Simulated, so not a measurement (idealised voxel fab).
The name of this process module is voxel capacitor over wiring.
Each square cell in cross-section cut measures 5 nm, and the section as a whole is 245 nm wide.
Cross-section layout: square cells on a grid; listed as bands, top to bottom; a band spans one or more cell rows. Each band's line starts with the height of the band's top and of its bottom, in nm. Then come its materials from left to right, each with its width in nm. One material with "throughout" fills the band from edge to edge. "air" is empty space. It should be noted that heights are counted from 0, beneath which the wafer as supplied is of one material throughout, and that the lowest band possesses no lower boundary but continues downward, as written in "top 0, no bottom". The expression "30..40" gives the width at the extremes of the band, the first number at its top row of cells and the second at its bottom row, with the width changing by equal amounts from each row to the next in between. "no modifications" means the step left every cell of the cross-section as it was. This entry, "Voids, enclosed", enumerates those empty regions of no fewer than 8 cells that possess no open connection to the top. Each region is reported in the form width x height at distance, the distance being taken from the left edge, with all three quantities expressed in nm. That trailing text on a step's line, after the settings, is the simulator's own remark on the step. The "overlay nm" setting may appear on a step's line; for a step that uses a mask, it gives how far to the right of its planned position the mask lay, and a negative value indicates the left.
# The steps planned for the process are as follows
1: RECEIVE, material Si
2: CONFORMAL_DEP, material SiO2, thk nm 15
3: CONFORMAL_DEP, material SiN, thk nm 5
4: DIRECTIONAL_DEP, material SiO2, thk nm 20
5: DIRECTIONAL_DEP, material aC, thk nm 10
6: PATTERN, tone open, mask id METAL_1, material resist, width nm 25, pitch nm 90, thk nm 25, overlay nm 0
7: DIRECTIONAL_ETCH, etch materials aC, depth nm 10
8: STRIP, etch materials resist
9: DIRECTIONAL_ETCH, etch materials SiO2, depth nm 20
10: DIRECTIONAL_ETCH, etch materials SiN, depth nm 5
11: STRIP, etch materials aC
12: CONFORMAL_DEP, material TiN, thk nm 5
13: FILL_DEP, material W, thk nm 10
14: CMP, height nm 40
15: CONFORMAL_DEP, material SiCN, thk nm 5
16: DIRECTIONAL_DEP, material lowk, thk nm 20
17: MASKED_ETCH, tone open, mask id PLUG_1, width nm 15, etch materials lowk, depth nm 20, overlay nm 0
18: MASKED_ETCH, tone open, mask id PLUG_1, width nm 15, etch materials SiCN, depth nm 5, overlay nm 0
19: CONFORMAL_DEP, material TiN, thk nm 5
20: FILL_DEP, material W, thk nm 5
21: CMP, height nm 65
22: DIRECTIONAL_DEP, material TiN, thk nm 10
23: DIRECTIONAL_DEP, material HfO2, thk nm 5
24: DIRECTIONAL_DEP, material TiN, thk nm 10
25: DIRECTIONAL_DEP, material aC, thk nm 15
26: PATTERN, tone cover, mask id UPPER_PLATE, material resist, width nm 70, thk nm 30, overlay nm 0
27: DIRECTIONAL_ETCH, etch materials aC, depth nm 15
28: STRIP, etch materials resist
29: DIRECTIONAL_ETCH, etch materials TiN, depth nm 10
30: DIRECTIONAL_ETCH, etch materials HfO2, depth nm 5
31: STRIP, etch materials aC
32: DIRECTIONAL_DEP, material aC, thk nm 15
33: PATTERN, tone cover, mask id LOWER_PLATE, material resist, width nm 80, thk nm 30, overlay nm 0
34: DIRECTIONAL_ETCH, etch materials aC, depth nm 15
35: STRIP, etch materials resist
36: DIRECTIONAL_ETCH, etch materials TiN, depth nm 10
37: STRIP, etch materials aC
38: FILL_DEP, material SiO2, thk nm 15
39: CMP, height nm 100
40: DIRECTIONAL_DEP, material aC, thk nm 15
41: PATTERN, tone open, mask id PLUG_2, material resist, width nm 15, thk nm 35, overlay nm 0
42: DIRECTIONAL_ETCH, etch materials aC, depth nm 15
43: STRIP, etch materials resist
44: DIRECTIONAL_ETCH, etch materials SiO2, depth nm 10
45: STRIP, etch materials aC
46: CONFORMAL_DEP, material TiN, thk nm 5
47: FILL_DEP, material Ru, thk nm 10
48: CMP, height nm 100
49: CONFORMAL_DEP, material SiN, thk nm 5
For clarity, it should be stated that the wafers under discussion commence in an identical condition and differ with respect to the width nm of step 17, the plan indicating the value that the first wafer had.
# Incoming state of the first of several wafers in cross-section: after step 1
> top 0, no bottom  Si throughout
> Voids, enclosed: none
# Module end state after final step 49: cross-section of the first of several wafers
> top 105, bottom 100  SiN throughout
> top 100, bottom 95  85 nm SiO2; 5 nm TiN; 5 nm Ru; 5 nm TiN; 145 nm SiO2
> top 95, bottom 90  85 nm SiO2; 15 nm TiN; 145 nm SiO2
> top 90, bottom 80  75 nm SiO2; 70 nm TiN; 100 nm SiO2
> top 80, bottom 75  75 nm SiO2; 70 nm HfO2; 100 nm SiO2
> top 75, bottom 65  70 nm SiO2; 80 nm TiN; 95 nm SiO2
> top 65, bottom 45  75 nm lowk; 5 nm TiN; 5 nm W; 5 nm TiN; 155 nm lowk
> top 45, bottom 40  75 nm SiCN; 15 nm TiN; 155 nm SiCN
> top 40, bottom 20  65 nm SiO2; 5 nm TiN; 15 nm W; 5 nm TiN; 65 nm SiO2; 5 nm TiN; 15 nm W; 5 nm TiN; 65 nm SiO2
> top 20, bottom 15  65 nm SiN; 25 nm TiN; 65 nm SiN; 25 nm TiN; 65 nm SiN
> top 15, bottom 0  SiO2 throughout
> top 0, no bottom  Si throughout
> Voids, enclosed: none
# Final wafer of several, shown in cross-section at the end of the module
> top 105, bottom 100  SiN throughout
> top 100, bottom 95  85 nm SiO2; 5 nm TiN; 5 nm Ru; 5 nm TiN; 145 nm SiO2
> top 95, bottom 90  85 nm SiO2; 15 nm TiN; 145 nm SiO2
> top 90, bottom 80  75 nm SiO2; 70 nm TiN; 100 nm SiO2
> top 80, bottom 75  75 nm SiO2; 70 nm HfO2; 100 nm SiO2
> top 75, bottom 65  70 nm SiO2; 80 nm TiN; 95 nm SiO2
> top 65, bottom 50  70 nm lowk; 5 nm TiN; 20 nm W; 5 nm TiN; 145 nm lowk
> top 50, bottom 45  70 nm lowk; 10 nm TiN; 5 nm W; 15 nm TiN; 145 nm lowk
> top 45, bottom 40  75 nm SiCN; 15 nm TiN; 155 nm SiCN
> top 40, bottom 20  65 nm SiO2; 5 nm TiN; 15 nm W; 5 nm TiN; 65 nm SiO2; 5 nm TiN; 15 nm W; 5 nm TiN; 65 nm SiO2
> top 20, bottom 15  65 nm SiN; 25 nm TiN; 65 nm SiN; 25 nm TiN; 65 nm SiN
> top 15, bottom 0  SiO2 throughout
> top 0, no bottom  Si throughout
> Voids, enclosed: none
# Every row in this table is a wafer at the end of the module, and it gives, for each of the materials, the cells that wafer has gained (+) or lost (-) since it was received, then its closed voids
width nm 15, +14 HfO2, +1 Ru, +46 SiCN, +88 SiN, +566 SiO2, +102 TiN, +28 W, +184 lowk, Voids, enclosed: none
width nm 20, +14 HfO2, +1 Ru, +46 SiCN, +88 SiN, +566 SiO2, +103 TiN, +31 W, +180 lowk, Voids, enclosed: none
width nm 25, +14 HfO2, +1 Ru, +46 SiCN, +88 SiN, +566 SiO2, +104 TiN, +34 W, +176 lowk, Voids, enclosed: none
width nm 30, +14 HfO2, +1 Ru, +46 SiCN, +88 SiN, +566 SiO2, +105 TiN, +37 W, +172 lowk, Voids, enclosed: none
